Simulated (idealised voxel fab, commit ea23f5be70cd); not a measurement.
Process module name: voxel trench capacitor
We display cut, a cross-section 300 nm in width whose square cells are each 5 nm.
Think of the cross-section as a grid of square cells. We describe it in bands, top to bottom, and each band covers one or more rows of those cells. In this notation a band is specified by the heights of its top and bottom, in that order and in nm, after which its materials appear from left to right, each paired with its width in nm. The word "all across" attached to a single material means that material fills the band from edge to edge; the word "air" stands for empty space. Heights are expressed relative to 0, this being the level below which the as-received wafer comprises one material exclusively. The lowest band is unbounded in the downward direction and is denoted as in "0 and below". Quick explanation for "30..40": the width changes in equal steps down the rows of cells, from the first number in the band's top row to the second number in its bottom row. Step marked "same as before"? Then no cell in the cross-section changed in it. Any empty space of 8 cells or more lacking an open way to the top shows up in "Enclosed empty spaces" as width x height at distance, distance from the left edge, in nm. Anything after a step's settings on that line? It's the simulator's own note about the step. A step's line can hold "overlay nm"; with a mask on that step, the setting says how far right of the planned place the mask lay, while a negative setting says it lay to the left.

[Steps planned for the process]
1: RECEIVE,material Si
2: CONFORMAL_DEP,material SiN,thk nm 5
3: MASKED_ETCH,tone open,mask id TRENCH,width nm 30,pitch nm 55,etch materials SiN,depth nm 10,overlay nm 0
4: MASKED_ETCH,tone open,mask id TRENCH,width nm 30,pitch nm 55,etch materials Si,depth nm 30,overlay nm 0
5: CONFORMAL_DEP,material HfO2,thk nm 5
6: CONFORMAL_DEP,material TiN,thk nm 5
7: FILL_DEP,material W,thk nm 10
8: CMP,height nm 10
Be aware that, although all wafers share a common starting state, the thk nm at step 2 differs among them, and the plan displays the first wafer's value.

[First of several wafers, received after step 1, in cross-section]
0 and below | Si all across
Enclosed empty spaces: none

[Note: the following table is arranged by wafer, a row apiece. Each row reports the end-of-module state: per material, cells gained (+) or cells lost (-) compared with the wafer as received; closed voids follow]
thk nm 5; +116 HfO2; -144 Si; +36 SiN; +64 TiN; +48 W; Enclosed empty spaces: none
thk nm 10; +80 HfO2; -144 Si; +72 SiN; +64 TiN; +48 W; Enclosed empty spaces: none
thk nm 15; +24 HfO2; +96 SiN; Enclosed empty spaces: none
thk nm 20; +120 SiN; Enclosed empty spaces: none
thk nm 25; +120 SiN; Enclosed empty spaces: none
